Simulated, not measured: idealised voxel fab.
Herein follows the process module entitled voxel transistor to metal.
Section shown: cut. Width: 205 nm. Cell size: 5 nm, square.
In this document a cross-section is written as a grid of square cells. It is given as a series of bands, listed from the top down, and a band is one or more rows of cells.
Within each band entry, the heights of the top and of the bottom of the band appear first, in that order and in nm; the materials of the band then follow from left to right, each with its corresponding width in nm. The designation "throughout" on a single material indicates that it fills the band from edge to edge; the designation "empty" indicates empty space.
Heights from 0 (as-received wafer is one material below). Bottom band endless downward, as "from 0 down".
Width: "30..40" (first number = top row, second number = bottom row, same change from row to row of cells).
"no alteration" means the step left every cell of the cross-section as it was.
Reported under the label "Closed void list" are the empty spaces having no open way to the top and comprising 8 cells or more; the notation for each is width x height at distance, in which the distance is measured from the left edge and all three values are in nm.
Anything after a step's settings on that line? It's the simulator's own note about the step.
overlay nm: on a step with a mask, how far right of its planned place the mask lay; negative means left.
Reading key. Pairs: pre-step and post-step cross-section, one process step apart; post-step view only to lowest changed band. Step between + settings: beneath pair. Runs: pairs may be from different runs of this module, same starting wafer. Continuation from pair above: only where "Preceding state" entry says.

Preceding state
  from 30 to 15: SiO2 throughout
  from 15 to 0: SiO2 80, then HfO2 5, then TiN 5, then W 20, then TiN 5, then HfO2 5, then SiO2 85
  from 0 to -5: SiO2 80, then HfO2 5, then TiN 30, then HfO2 5, then SiO2 85
  from -5 to -10: SiO2 75, then nSi 5, then HfO2 40, then nSi 5, then SiO2 80
  from -10 to -15: SiO2 45, then nSi 35, then Si 40, then nSi 35, then SiO2 50
  from -15 to -30: SiO2 45, then Si 110, then SiO2 50
  from -30 down: Si throughout
  Closed void list: none

Structure After Step
  from 30 to 15: SiO2 50, then empty 20, then SiO2 60, then empty 20, then SiO2 55
  from 15 to 0: SiO2 50, then empty 20, then SiO2 10, then HfO2 5, then TiN 5, then W 20, then TiN 5, then HfO2 5, then SiO2 10, then empty 20, then SiO2 55
  from 0 to -5: SiO2 50, then empty 20, then SiO2 10, then HfO2 5, then TiN 30, then HfO2 5, then SiO2 10, then empty 20, then SiO2 55
  from -5 to -10: SiO2 50, then empty 20, then SiO2 5, then nSi 5, then HfO2 40, then nSi 5, then SiO2 5, then empty 20, then SiO2 55
  Below -10 it's all the same as before, nothing changed down there.
  Closed void list: none
Before/after cross-sections above; step in between: MASKED_ETCH,tone open,mask id CONTACT,width nm 20,pitch nm 80,etch materials SiO2,depth nm 40,overlay nm 0

Preceding state: equal to the after panel directly above.

Structure After Step
  from 35 to 30: TiN 55, then empty 10, then TiN 70, then empty 10, then TiN 60
  from 30 to 15: SiO2 50, then TiN 5, then empty 10, then TiN 5, then SiO2 60, then TiN 5, then empty 10, then TiN 5, then SiO2 55
  from 15 to 0: SiO2 50, then TiN 5, then empty 10, then TiN 5, then SiO2 10, then HfO2 5, then TiN 5, then W 20, then TiN 5, then HfO2 5, then SiO2 10, then TiN 5, then empty 10, then TiN 5, then SiO2 55
  from 0 to -5: SiO2 50, then TiN 5, then empty 10, then TiN 5, then SiO2 10, then HfO2 5, then TiN 30, then HfO2 5, then SiO2 10, then TiN 5, then empty 10, then TiN 5, then SiO2 55
  from -5 to -10: SiO2 50, then TiN 20, then SiO2 5, then nSi 5, then HfO2 40, then nSi 5, then SiO2 5, then TiN 20, then SiO2 55
  Below -10 it's all the same as before, nothing changed down there.
  Closed void list: none
Before/after cross-sections above; step in between: CONFORMAL_DEP,material TiN,thk nm 5

Preceding state: equal to the after panel directly above.

Structure After Step
  from 40 to 35: W throughout
  from 35 to 30: TiN 55, then W 10, then TiN 70, then W 10, then TiN 60
  from 30 to 15: SiO2 50, then TiN 5, then W 10, then TiN 5, then SiO2 60, then TiN 5, then W 10, then TiN 5, then SiO2 55
  from 15 to 0: SiO2 50, then TiN 5, then W 10, then TiN 5, then SiO2 10, then HfO2 5, then TiN 5, then W 20, then TiN 5, then HfO2 5, then SiO2 10, then TiN 5, then W 10, then TiN 5, then SiO2 55
  from 0 to -5: SiO2 50, then TiN 5, then W 10, then TiN 5, then SiO2 10, then HfO2 5, then TiN 30, then HfO2 5, then SiO2 10, then TiN 5, then W 10, then TiN 5, then SiO2 55
  Below -5 it's all the same as before, nothing changed down there.
  Closed void list: none
Before/after cross-sections above; step in between: FILL_DEP,material W,thk nm 5

Preceding state: equal to the after panel directly above.

Structure After Step
  from 30 to 15: SiO2 50, then TiN 5, then W 10, then TiN 5, then SiO2 60, then TiN 5, then W 10, then TiN 5, then SiO2 55
  Below 15 it's all the same as before, nothing changed down there.
  Closed void list: none
Before/after cross-sections above; step in between: CMP,height nm 30

Preceding state: equal to the after panel directly above.

Structure After Step
  from 35 to 30: TiN throughout
  Below 30 it's all the same as before, nothing changed down there.
  Closed void list: none
Before/after cross-sections above; step in between: DIRECTIONAL_DEP,material TiN,thk nm 5

Preceding state: equal to the after panel directly above.

Structure After Step
  from 50 to 35: Ru throughout
  Below 35 it's all the same as before, nothing changed down there.
  Closed void list: none
Before/after cross-sections above; step in between: DIRECTIONAL_DEP,material Ru,thk nm 15

Preceding state: equal to the after panel directly above.

Structure After Step
  from 65 to 50: empty 50, then resist 20, then empty 60, then resist 20, then empty 55
  Below 50 it's all the same as before, nothing changed down there.
  Closed void list: none
Before/after cross-sections above; step in between: PATTERN,tone cover,mask id METAL_1,material resist,width nm 20,pitch nm 80,thk nm 15,overlay nm 0

Preceding state: equal to the after panel directly above.

Structure After Step
  from 65 to 50: empty 50, then resist 20, then empty 60, then resist 20, then empty 55
  from 50 to 35: empty 50, then Ru 20, then empty 60, then Ru 20, then empty 55
  Below 35 it's all the same as before, nothing changed down there.
  Closed void list: none
Before/after cross-sections above; step in between: DIRECTIONAL_ETCH,etch materials Ru,depth nm 15

Preceding state: equal to the after panel directly above.

Structure After Step
  from 65 to 50: empty 50, then resist 20, then empty 60, then resist 20, then empty 55
  from 50 to 35: empty 50, then Ru 20, then empty 60, then Ru 20, then empty 55
  from 35 to 30: empty 50, then TiN 20, then empty 60, then TiN 20, then empty 55
  Below 30 it's all the same as before, nothing changed down there.
  Closed void list: none
Before/after cross-sections above; step in between: DIRECTIONAL_ETCH,etch materials TiN,depth nm 5

Preceding state: equal to the after panel directly above.

Structure After Step
  from 50 to 35: empty 50, then Ru 20, then empty 60, then Ru 20, then empty 55
  Below 35 it's all the same as before, nothing changed down there.
  Closed void list: none
Before/after cross-sections above; step in between: STRIP,etch materials resist

Preceding state: equal to the after panel directly above.

Structure After Step
  from 55 to 50: empty 45, then SiCN 30, then empty 50, then SiCN 30, then empty 50
  from 50 to 35: empty 45, then SiCN 5, then Ru 20, then SiCN 5, then empty 50, then SiCN 5, then Ru 20, then SiCN 5, then empty 50
  from 35 to 30: SiCN 50, then TiN 20, then SiCN 60, then TiN 20, then SiCN 55
  Below 30 it's all the same as before, nothing changed down there.
  Closed void list: none
Before/after cross-sections above; step in between: CONFORMAL_DEP,material SiCN,thk nm 5

Preceding state: equal to the after panel directly above.

Structure After Step
  from 65 to 55: SiO2 throughout
  from 55 to 50: SiO2 45, then SiCN 30, then SiO2 50, then SiCN 30, then SiO2 50
  from 50 to 35: SiO2 45, then SiCN 5, then Ru 20, then SiCN 5, then SiO2 50, then SiCN 5, then Ru 20, then SiCN 5, then SiO2 50
  Below 35 it's all the same as before, nothing changed down there.
  Closed void list: none
Before/after cross-sections above; step in between: FILL_DEP,material SiO2,thk nm 10

Preceding state: equal to the after panel directly above.

Structure After Step
  from 50 to 35: SiO2 45, then SiCN 5, then Ru 20, then SiCN 5, then SiO2 50, then SiCN 5, then Ru 20, then SiCN 5, then SiO2 50
  Below 35 it's all the same as before, nothing changed down there.
  Closed void list: none
Before/after cross-sections above; step in between: CMP,height nm 50

Preceding state: equal to the after panel directly above.

Structure After Step
  from 55 to 50: SiN throughout
  Below 50 it's all the same as before, nothing changed down there.
  Closed void list: none
Before/after cross-sections above; step in between: CONFORMAL_DEP,material SiN,thk nm 5

Preceding state
  from 30 to 15: SiO2 throughout
  from 15 to 5: SiO2 70, then SiN 10, then HfO2 5, then TiN 5, then W 20, then TiN 5, then HfO2 5, then SiN 10, then SiO2 75
  from 5 to 0: SiO2 45, then SiN 10, then SiO2 15, then SiN 10, then HfO2 5, then TiN 5, then W 20, then TiN 5, then HfO2 5, then SiN 10, then SiO2 15, then SiN 10, then SiO2 50
  from 0 to -5: SiO2 45, then SiN 10, then SiO2 15, then SiN 10, then HfO2 5, then TiN 30, then HfO2 5, then SiN 10, then SiO2 15, then SiN 10, then SiO2 50
  from -5 to -10: SiO2 55, then nSi 5, then SiO2 5, then nSi 5, then SiO2 10, then HfO2 40, then SiO2 10, then nSi 5, then SiO2 5, then nSi 5, then SiO2 60
  from -10 to -15: SiO2 45, then Si 10, then nSi 15, then Si 60, then nSi 15, then Si 10, then SiO2 50
  from -15 to -30: SiO2 45, then Si 110, then SiO2 50
  from -30 down: Si throughout
  Closed void list: none

Structure After Step
  from 45 to 15: SiO2 throughout
  Below 15 it's all the same as before, nothing changed down there.
  Closed void list: none
Before/after cross-sections above; step in between: DIRECTIONAL_DEP,material SiO2,thk nm 15

Preceding state: equal to the after panel directly above.

Structure After Step
  from 45 to 15: SiO2 50, then empty 20, then SiO2 60, then empty 20, then SiO2 55
  from 15 to 5: SiO2 50, then empty 20, then SiN 10, then HfO2 5, then TiN 5, then W 20, then TiN 5, then HfO2 5, then SiN 10, then empty 20, then SiO2 55
  Below 5 it's all the same as before, nothing changed down there.
  Closed void list: none
Before/after cross-sections above; step in between: MASKED_ETCH,tone open,mask id CONTACT,width nm 20,pitch nm 80,etch materials SiO2,depth nm 40,overlay nm 0

Preceding state: equal to the after panel directly above.

Structure After Step
  from 50 to 45: TiN 55, then empty 10, then TiN 70, then empty 10, then TiN 60
  from 45 to 15: SiO2 50, then TiN 5, then empty 10, then TiN 5, then SiO2 60, then TiN 5, then empty 10, then TiN 5, then SiO2 55
  from 15 to 10: SiO2 50, then TiN 5, then empty 10, then TiN 5, then SiN 10, then HfO2 5, then TiN 5, then W 20, then TiN 5, then HfO2 5, then SiN 10, then TiN 5, then empty 10, then TiN 5, then SiO2 55
  from 10 to 5: SiO2 50, then TiN 20, then SiN 10, then HfO2 5, then TiN 5, then W 20, then TiN 5, then HfO2 5, then SiN 10, then TiN 20, then SiO2 55
  Below 5 it's all the same as before, nothing changed down there.
  Closed void list: none
Before/after cross-sections above; step in between: CONFORMAL_DEP,material TiN,thk nm 5

Preceding state: equal to the after panel directly above.

Structure After Step
  from 55 to 50: W throughout
  from 50 to 45: TiN 55, then W 10, then TiN 70, then W 10, then TiN 60
  from 45 to 15: SiO2 50, then TiN 5, then W 10, then TiN 5, then SiO2 60, then TiN 5, then W 10, then TiN 5, then SiO2 55
  from 15 to 10: SiO2 50, then TiN 5, then W 10, then TiN 5, then SiN 10, then HfO2 5, then TiN 5, then W 20, then TiN 5, then HfO2 5, then SiN 10, then TiN 5, then W 10, then TiN 5, then SiO2 55
  Below 10 it's all the same as before, nothing changed down there.
  Closed void list: none
Before/after cross-sections above; step in between: FILL_DEP,material W,thk nm 5

Preceding state: equal to the after panel directly above.

Structure After Step
  from 30 to 15: SiO2 50, then TiN 5, then W 10, then TiN 5, then SiO2 60, then TiN 5, then W 10, then TiN 5, then SiO2 55
  Below 15 it's all the same as before, nothing changed down there.
  Closed void list: none
Before/after cross-sections above; step in between: CMP,height nm 30

Preceding state: equal to the after panel directly above.

Structure After Step
  from 35 to 30: TiN throughout
  Below 30 it's all the same as before, nothing changed down there.
  Closed void list: none
Before/after cross-sections above; step in between: DIRECTIONAL_DEP,material TiN,thk nm 5

Preceding state: equal to the after panel directly above.

Structure After Step
  from 50 to 35: Ru throughout
  Below 35 it's all the same as before, nothing changed down there.
  Closed void list: none
Before/after cross-sections above; step in between: DIRECTIONAL_DEP,material Ru,thk nm 15

Preceding state: equal to the after panel directly above.

Structure After Step
  from 65 to 50: empty 50, then resist 20, then empty 60, then resist 20, then empty 55
  Below 50 it's all the same as before, nothing changed down there.
  Closed void list: none
Before/after cross-sections above; step in between: PATTERN,tone cover,mask id METAL_1,material resist,width nm 20,pitch nm 80,thk nm 15,overlay nm 0

Preceding state: equal to the after panel directly above.

Structure After Step
  from 65 to 50: empty 50, then resist 20, then empty 60, then resist 20, then empty 55
  from 50 to 35: empty 50, then Ru 20, then empty 60, then Ru 20, then empty 55
  Below 35 it's all the same as before, nothing changed down there.
  Closed void list: none
Before/after cross-sections above; step in between: DIRECTIONAL_ETCH,etch materials Ru,depth nm 15

Preceding state: equal to the after panel directly above.

Structure After Step
  from 65 to 50: empty 50, then resist 20, then empty 60, then resist 20, then empty 55
  from 50 to 35: empty 50, then Ru 20, then empty 60, then Ru 20, then empty 55
  from 35 to 30: empty 50, then TiN 20, then empty 60, then TiN 20, then empty 55
  Below 30 it's all the same as before, nothing changed down there.
  Closed void list: none
Before/after cross-sections above; step in between: DIRECTIONAL_ETCH,etch materials TiN,depth nm 5

Preceding state: equal to the after panel directly above.

Structure After Step
  from 50 to 35: empty 50, then Ru 20, then empty 60, then Ru 20, then empty 55
  Below 35 it's all the same as before, nothing changed down there.
  Closed void list: none
Before/after cross-sections above; step in between: STRIP,etch materials resist

Preceding state: equal to the after panel directly above.

Structure After Step
  from 55 to 50: empty 45, then SiCN 30, then empty 50, then SiCN 30, then empty 50
  from 50 to 35: empty 45, then SiCN 5, then Ru 20, then SiCN 5, then empty 50, then SiCN 5, then Ru 20, then SiCN 5, then empty 50
  from 35 to 30: SiCN 50, then TiN 20, then SiCN 60, then TiN 20, then SiCN 55
  Below 30 it's all the same as before, nothing changed down there.
  Closed void list: none
Before/after cross-sections above; step in between: CONFORMAL_DEP,material SiCN,thk nm 5

Preceding state: equal to the after panel directly above.

Structure After Step
  from 65 to 55: SiO2 throughout
  from 55 to 50: SiO2 45, then SiCN 30, then SiO2 50, then SiCN 30, then SiO2 50
  from 50 to 35: SiO2 45, then SiCN 5, then Ru 20, then SiCN 5, then SiO2 50, then SiCN 5, then Ru 20, then SiCN 5, then SiO2 50
  Below 35 it's all the same as before, nothing changed down there.
  Closed void list: none
Before/after cross-sections above; step in between: FILL_DEP,material SiO2,thk nm 10

Preceding state: equal to the after panel directly above.

Structure After Step
  from 50 to 35: SiO2 45, then SiCN 5, then Ru 20, then SiCN 5, then SiO2 50, then SiCN 5, then Ru 20, then SiCN 5, then SiO2 50
  Below 35 it's all the same as before, nothing changed down there.
  Closed void list: none
Before/after cross-sections above; step in between: CMP,height nm 50

Preceding state: equal to the after panel directly above.

Structure After Step
  from 55 to 50: SiN throughout
  Below 50 it's all the same as before, nothing changed down there.
  Closed void list: none
Before/after cross-sections above; step in between: CONFORMAL_DEP,material SiN,thk nm 5

Preceding state
  from 15 to 10: empty 45, then SiN 110, then empty 50
  from 10 to 0: SiO2 45, then SiN 110, then SiO2 50
  from 0 to -5: SiO2 throughout
  from -5 to -30: SiO2 45, then Si 110, then SiO2 50
  from -30 down: Si throughout
  Closed void list: none

Structure After Step
  from 15 to 5: empty 45, then SiN 110, then empty 50
  Below 5 it's all the same as before, nothing changed down there.
  Closed void list: none
Before/after cross-sections above; step in between: SELECTIVE_ETCH,etch materials SiO2,depth nm 5

Preceding state: equal to the after panel directly above.

Structure After Step
  from 5 to 0: SiO2 45, then empty 110, then SiO2 50
  Below 0 it's all the same as before, nothing changed down there.
  Closed void list: none
Before/after cross-sections above; step in between: STRIP,etch materials SiN

Preceding state: equal to the after panel directly above.

Structure After Step
  from 30 to 25: polySi 45, then empty 110, then polySi 50
  from 25 to 5: polySi throughout
  from 5 to 0: SiO2 45, then polySi 110, then SiO2 50
  Below 0 it's all the same as before, nothing changed down there.
  Closed void list: none
Before/after cross-sections above; step in between: DIRECTIONAL_DEP,material polySi,thk nm 25

Preceding state: equal to the after panel directly above.

Structure After Step
  from 40 to 35: SiCN 45, then empty 110, then SiCN 50
  from 35 to 30: SiCN throughout
  from 30 to 25: polySi 45, then SiCN 110, then polySi 50
  Below 25 it's all the same as before, nothing changed down there.
  Closed void list: none
Before/after cross-sections above; step in between: DIRECTIONAL_DEP,material SiCN,thk nm 10

Preceding state: equal to the after panel directly above.

Structure After Step
  from 60 to 40: empty 85, then resist 30, then empty 90
  from 40 to 35: SiCN 45, then empty 40, then resist 30, then empty 40, then SiCN 50
  Below 35 it's all the same as before, nothing changed down there.
  Closed void list: none
Before/after cross-sections above; step in between: PATTERN,tone cover,mask id GATE,material resist,width nm 30,thk nm 20,overlay nm 0

Preceding state: equal to the after panel directly above.

Structure After Step
  from 60 to 35: empty 85, then resist 30, then empty 90
  from 35 to 30: empty 85, then SiCN 30, then empty 90
  from 30 to 25: polySi 45, then empty 40, then SiCN 30, then empty 40, then polySi 50
  Below 25 it's all the same as before, nothing changed down there.
  Closed void list: none
Before/after cross-sections above; step in between: DIRECTIONAL_ETCH,etch materials SiCN,depth nm 20

Preceding state: equal to the after panel directly above.

Structure After Step
  from 60 to 35: empty 85, then resist 30, then empty 90
  from 35 to 25: empty 85, then SiCN 30, then empty 90
  from 25 to 5: empty 85, then polySi 30, then empty 90
  from 5 to 0: SiO2 45, then empty 40, then polySi 30, then empty 40, then SiO2 50
  Below 0 it's all the same as before, nothing changed down there.
  Closed void list: none
Before/after cross-sections above; step in between: DIRECTIONAL_ETCH,etch materials polySi,depth nm 35

Preceding state: equal to the after panel directly above.

Structure After Step
  from 35 to 25: empty 85, then SiCN 30, then empty 90
  Below 25 it's all the same as before, nothing changed down there.
  Closed void list: none
Before/after cross-sections above; step in between: STRIP,etch materials resist

Preceding state: equal to the after panel directly above.

Structure After Step
  from 40 to 35: empty 80, then SiO2 40, then empty 85
  from 35 to 25: empty 80, then SiO2 5, then SiCN 30, then SiO2 5, then empty 85
  from 25 to 10: empty 80, then SiO2 5, then polySi 30, then SiO2 5, then empty 85
  from 10 to 5: SiO2 50, then empty 30, then SiO2 5, then polySi 30, then SiO2 5, then empty 30, then SiO2 55
  from 5 to 0: SiO2 85, then polySi 30, then SiO2 90
  Below 0 it's all the same as before, nothing changed down there.
  Closed void list: none
Before/after cross-sections above; step in between: CONFORMAL_DEP,material SiO2,thk nm 5

Preceding state: equal to the after panel directly above.

Structure After Step
  from 35 to 25: empty 80, then SiO2 5, then SiCN 30, then SiO2 5, then empty 85
  from 25 to 5: empty 80, then SiO2 5, then polySi 30, then SiO2 5, then empty 85
  from 5 to 0: SiO2 50, then empty 30, then SiO2 5, then polySi 30, then SiO2 5, then empty 30, then SiO2 55
  Below 0 it's all the same as before, nothing changed down there.
  Closed void list: none
Before/after cross-sections above; step in between: DIRECTIONAL_ETCH,etch materials SiO2,depth nm 5

Preceding state: equal to the after panel directly above.

Structure After Step
  from 45 to 35: empty 70, then SiN 60, then empty 75
  from 35 to 25: empty 70, then SiN 10, then SiO2 5, then SiCN 30, then SiO2 5, then SiN 10, then empty 75
  from 25 to 15: empty 70, then SiN 10, then SiO2 5, then polySi 30, then SiO2 5, then SiN 10, then empty 75
  from 15 to 10: SiN 60, then empty 10, then SiN 10, then SiO2 5, then polySi 30, then SiO2 5, then SiN 10, then empty 10, then SiN 65
  from 10 to 5: SiN 80, then SiO2 5, then polySi 30, then SiO2 5, then SiN 85
  from 5 to 0: SiO2 50, then SiN 30, then SiO2 5, then polySi 30, then SiO2 5, then SiN 30, then SiO2 55
  Below 0 it's all the same as before, nothing changed down there.
  Closed void list: none
Before/after cross-sections above; step in between: CONFORMAL_DEP,material SiN,thk nm 10

Preceding state: equal to the after panel directly above.

Structure After Step
  from 35 to 25: empty 70, then SiN 10, then SiO2 5, then SiCN 30, then SiO2 5, then SiN 10, then empty 75
  from 25 to 5: empty 70, then SiN 10, then SiO2 5, then polySi 30, then SiO2 5, then SiN 10, then empty 75
  from 5 to 0: SiO2 50, then SiN 10, then empty 10, then SiN 10, then SiO2 5, then polySi 30, then SiO2 5, then SiN 10, then empty 10, then SiN 10, then SiO2 55
  Below 0 it's all the same as before, nothing changed down there.
  Closed void list: none
Before/after cross-sections above; step in between: DIRECTIONAL_ETCH,etch materials SiN,depth nm 10

Preceding state: equal to the after panel directly above.

Structure After Step
  from 35 to 30: empty 70, then SiN 10, then empty 5, then SiCN 30, then empty 5, then SiN 10, then empty 75
  from 30 to 25: empty 70, then SiN 10, then SiO2 5, then SiCN 30, then SiO2 5, then SiN 10, then empty 75
  from 25 to 5: empty 70, then SiN 10, then SiO2 5, then polySi 30, then SiO2 5, then SiN 10, then empty 75
  from 5 to 0: empty 50, then SiN 10, then empty 10, then SiN 10, then SiO2 5, then polySi 30, then SiO2 5, then SiN 10, then empty 10, then SiN 10, then empty 55
  from 0 to -5: SiO2 60, then empty 10, then SiO2 60, then empty 10, then SiO2 65
  Below -5 it's all the same as before, nothing changed down there.
  Closed void list: none
Before/after cross-sections above; step in between: DIRECTIONAL_ETCH,etch materials SiO2,depth nm 5

Preceding state: equal to the after panel directly above.

Structure After Step
  from 35 to 30: empty 70, then SiN 10, then empty 5, then SiCN 30, then empty 5, then SiN 10, then empty 75
  from 30 to 25: empty 70, then SiN 10, then SiO2 5, then SiCN 30, then SiO2 5, then SiN 10, then empty 75
  from 25 to 5: empty 70, then SiN 10, then SiO2 5, then polySi 30, then SiO2 5, then SiN 10, then empty 75
  from 5 to 0: empty 50, then SiN 10, then empty 10, then SiN 10, then SiO2 5, then polySi 30, then SiO2 5, then SiN 10, then empty 10, then SiN 10, then empty 55
  from 0 to -5: SiO2 60, then empty 10, then SiO2 60, then empty 10, then SiO2 65
  from -5 to -10: SiO2 45, then Si 15, then empty 10, then Si 60, then empty 10, then Si 15, then SiO2 50
  Below -10 it's all the same as before, nothing changed down there.
  Closed void list: none
Before/after cross-sections above; step in between: DIRECTIONAL_ETCH,etch materials Si,depth nm 5

Preceding state: equal to the after panel directly above.

Structure After Step
  from 35 to 30: empty 70, then SiN 10, then empty 5, then SiCN 30, then empty 5, then SiN 10, then empty 75
  from 30 to 25: empty 70, then SiN 10, then SiO2 5, then SiCN 30, then SiO2 5, then SiN 10, then empty 75
  from 25 to 5: empty 70, then SiN 10, then SiO2 5, then polySi 30, then SiO2 5, then SiN 10, then empty 75
  from 5 to 0: empty 50, then SiN 10, then empty 10, then SiN 10, then SiO2 5, then polySi 30, then SiO2 5, then SiN 10, then empty 10, then SiN 10, then empty 55
  from 0 to -5: SiO2 60, then nSi 10, then SiO2 60, then nSi 10, then SiO2 65
  from -5 to -10: SiO2 45, then Si 15, then nSi 10, then Si 60, then nSi 10, then Si 15, then SiO2 50
  Below -10 it's all the same as before, nothing changed down there.
  Closed void list: none
Before/after cross-sections above; step in between: EPI,material nSi,thk nm 5

Preceding state: equal to the after panel directly above.

Structure After Step
  from 40 to 35: SiO2 throughout
  from 35 to 25: SiO2 70, then SiN 10, then SiO2 5, then SiCN 30, then SiO2 5, then SiN 10, then SiO2 75
  from 25 to 5: SiO2 70, then SiN 10, then SiO2 5, then polySi 30, then SiO2 5, then SiN 10, then SiO2 75
  from 5 to 0: SiO2 50, then SiN 10, then SiO2 10, then SiN 10, then SiO2 5, then polySi 30, then SiO2 5, then SiN 10, then SiO2 10, then SiN 10, then SiO2 55
  Below 0 it's all the same as before, nothing changed down there.
  Closed void list: none
Before/after cross-sections above; step in between: FILL_DEP,material SiO2,thk nm 5

Preceding state: equal to the after panel directly above.

Structure After Step
  from 20 to 5: SiO2 70, then SiN 10, then SiO2 5, then polySi 30, then SiO2 5, then SiN 10, then SiO2 75
  Below 5 it's all the same as before, nothing changed down there.
  Closed void list: none
Before/after cross-sections above; step in between: CMP,height nm 20

Preceding state: equal to the after panel directly above.

Structure After Step
  from 20 to 5: SiO2 70, then SiN 10, then SiO2 5, then empty 30, then SiO2 5, then SiN 10, then SiO2 75
  from 5 to 0: SiO2 50, then SiN 10, then SiO2 10, then SiN 10, then SiO2 5, then empty 30, then SiO2 5, then SiN 10, then SiO2 10, then SiN 10, then SiO2 55
  Below 0 it's all the same as before, nothing changed down there.
  Closed void list: none
Before/after cross-sections above; step in between: STRIP,etch materials polySi

Preceding state: equal to the after panel directly above.

Structure After Step
  from 20 to 15: empty 70, then SiN 10, then empty 40, then SiN 10, then empty 75
  from 15 to 5: SiO2 70, then SiN 10, then empty 40, then SiN 10, then SiO2 75
  from 5 to 0: SiO2 50, then SiN 10, then SiO2 10, then SiN 10, then empty 40, then SiN 10, then SiO2 10, then SiN 10, then SiO2 55
  from 0 to -5: SiO2 60, then nSi 10, then SiO2 10, then empty 40, then SiO2 10, then nSi 10, then SiO2 65
  Below -5 it's all the same as before, nothing changed down there.
  Closed void list: none
Before/after cross-sections above; step in between: SELECTIVE_ETCH,etch materials SiO2,depth nm 5

Preceding state: equal to the after panel directly above.

Structure After Step
  from 25 to 20: empty 65, then HfO2 20, then empty 30, then HfO2 20, then empty 70
  from 20 to 15: HfO2 70, then SiN 10, then HfO2 5, then empty 30, then HfO2 5, then SiN 10, then HfO2 75
  from 15 to 5: SiO2 70, then SiN 10, then HfO2 5, then empty 30, then HfO2 5, then SiN 10, then SiO2 75
  from 5 to 0: SiO2 50, then SiN 10, then SiO2 10, then SiN 10, then HfO2 5, then empty 30, then HfO2 5, then SiN 10, then SiO2 10, then SiN 10, then SiO2 55
  from 0 to -5: SiO2 60, then nSi 10, then SiO2 10, then HfO2 40, then SiO2 10, then nSi 10, then SiO2 65
  Below -5 it's all the same as before, nothing changed down there.
  Closed void list: none
Before/after cross-sections above; step in between: CONFORMAL_DEP,material HfO2,thk nm 5

Preceding state: equal to the after panel directly above.

Structure After Step
  from 30 to 25: empty 60, then TiN 30, then empty 20, then TiN 30, then empty 65
  from 25 to 20: TiN 65, then HfO2 20, then TiN 5, then empty 20, then TiN 5, then HfO2 20, then TiN 70
  from 20 to 15: HfO2 70, then SiN 10, then HfO2 5, then TiN 5, then empty 20, then TiN 5, then HfO2 5, then SiN 10, then HfO2 75
  from 15 to 5: SiO2 70, then SiN 10, then HfO2 5, then TiN 5, then empty 20, then TiN 5, then HfO2 5, then SiN 10, then SiO2 75
  from 5 to 0: SiO2 50, then SiN 10, then SiO2 10, then SiN 10, then HfO2 5, then TiN 30, then HfO2 5, then SiN 10, then SiO2 10, then SiN 10, then SiO2 55
  Below 0 it's all the same as before, nothing changed down there.
  Closed void list: none
Before/after cross-sections above; step in between: CONFORMAL_DEP,material TiN,thk nm 5

Preceding state: equal to the after panel directly above.

Structure After Step
  from 35 to 30: W throughout
  from 30 to 25: W 60, then TiN 30, then W 20, then TiN 30, then W 65
  from 25 to 20: TiN 65, then HfO2 20, then TiN 5, then W 20, then TiN 5, then HfO2 20, then TiN 70
  from 20 to 15: HfO2 70, then SiN 10, then HfO2 5, then TiN 5, then W 20, then TiN 5, then HfO2 5, then SiN 10, then HfO2 75
  from 15 to 5: SiO2 70, then SiN 10, then HfO2 5, then TiN 5, then W 20, then TiN 5, then HfO2 5, then SiN 10, then SiO2 75
  Below 5 it's all the same as before, nothing changed down there.
  Closed void list: none
Before/after cross-sections above; step in between: FILL_DEP,material W,thk nm 5

Preceding state: equal to the after panel directly above.

Structure After Step
  from 15 to 5: SiO2 70, then SiN 10, then HfO2 5, then TiN 5, then W 20, then TiN 5, then HfO2 5, then SiN 10, then SiO2 75
  Below 5 it's all the same as before, nothing changed down there.
  Closed void list: none
Before/after cross-sections above; step in between: CMP,height nm 15

Preceding state: equal to the after panel directly above.

Structure After Step
  from 30 to 15: SiO2 throughout
  Below 15 it's all the same as before, nothing changed down there.
  Closed void list: none
Before/after cross-sections above; step in between: DIRECTIONAL_DEP,material SiO2,thk nm 15

Preceding state: equal to the after panel directly above.

Structure After Step
  from 30 to 15: SiO2 50, then empty 20, then SiO2 60, then empty 20, then SiO2 55
  from 15 to 5: SiO2 50, then empty 20, then SiN 10, then HfO2 5, then TiN 5, then W 20, then TiN 5, then HfO2 5, then SiN 10, then empty 20, then SiO2 55
  from 5 to 0: SiO2 50, then SiN 10, then empty 10, then SiN 10, then HfO2 5, then TiN 30, then HfO2 5, then SiN 10, then empty 10, then SiN 10, then SiO2 55
  Below 0 it's all the same as before, nothing changed down there.
  Closed void list: none
Before/after cross-sections above; step in between: MASKED_ETCH,tone open,mask id CONTACT,width nm 20,pitch nm 80,etch materials SiO2,depth nm 40,overlay nm 0

Preceding state: equal to the after panel directly above.

Structure After Step
  from 35 to 30: TiN 55, then empty 10, then TiN 70, then empty 10, then TiN 60
  from 30 to 15: SiO2 50, then TiN 5, then empty 10, then TiN 5, then SiO2 60, then TiN 5, then empty 10, then TiN 5, then SiO2 55
  from 15 to 10: SiO2 50, then TiN 5, then empty 10, then TiN 5, then SiN 10, then HfO2 5, then TiN 5, then W 20, then TiN 5, then HfO2 5, then SiN 10, then TiN 5, then empty 10, then TiN 5, then SiO2 55
  from 10 to 5: SiO2 50, then TiN 20, then SiN 10, then HfO2 5, then TiN 5, then W 20, then TiN 5, then HfO2 5, then SiN 10, then TiN 20, then SiO2 55
  from 5 to 0: SiO2 50, then SiN 10, then TiN 10, then SiN 10, then HfO2 5, then TiN 30, then HfO2 5, then SiN 10, then TiN 10, then SiN 10, then SiO2 55
  Below 0 it's all the same as before, nothing changed down there.
  Closed void list: none
Before/after cross-sections above; step in between: CONFORMAL_DEP,material TiN,thk nm 5

Preceding state: equal to the after panel directly above.

Structure After Step
  from 40 to 35: W throughout
  from 35 to 30: TiN 55, then W 10, then TiN 70, then W 10, then TiN 60
  from 30 to 15: SiO2 50, then TiN 5, then W 10, then TiN 5, then SiO2 60, then TiN 5, then W 10, then TiN 5, then SiO2 55
  from 15 to 10: SiO2 50, then TiN 5, then W 10, then TiN 5, then SiN 10, then HfO2 5, then TiN 5, then W 20, then TiN 5, then HfO2 5, then SiN 10, then TiN 5, then W 10, then TiN 5, then SiO2 55
  Below 10 it's all the same as before, nothing changed down there.
  Closed void list: none
Before/after cross-sections above; step in between: FILL_DEP,material W,thk nm 5

Preceding state: equal to the after panel directly above.

Structure After Step
  from 30 to 15: SiO2 50, then TiN 5, then W 10, then TiN 5, then SiO2 60, then TiN 5, then W 10, then TiN 5, then SiO2 55
  Below 15 it's all the same as before, nothing changed down there.
  Closed void list: none
Before/after cross-sections above; step in between: CMP,height nm 30
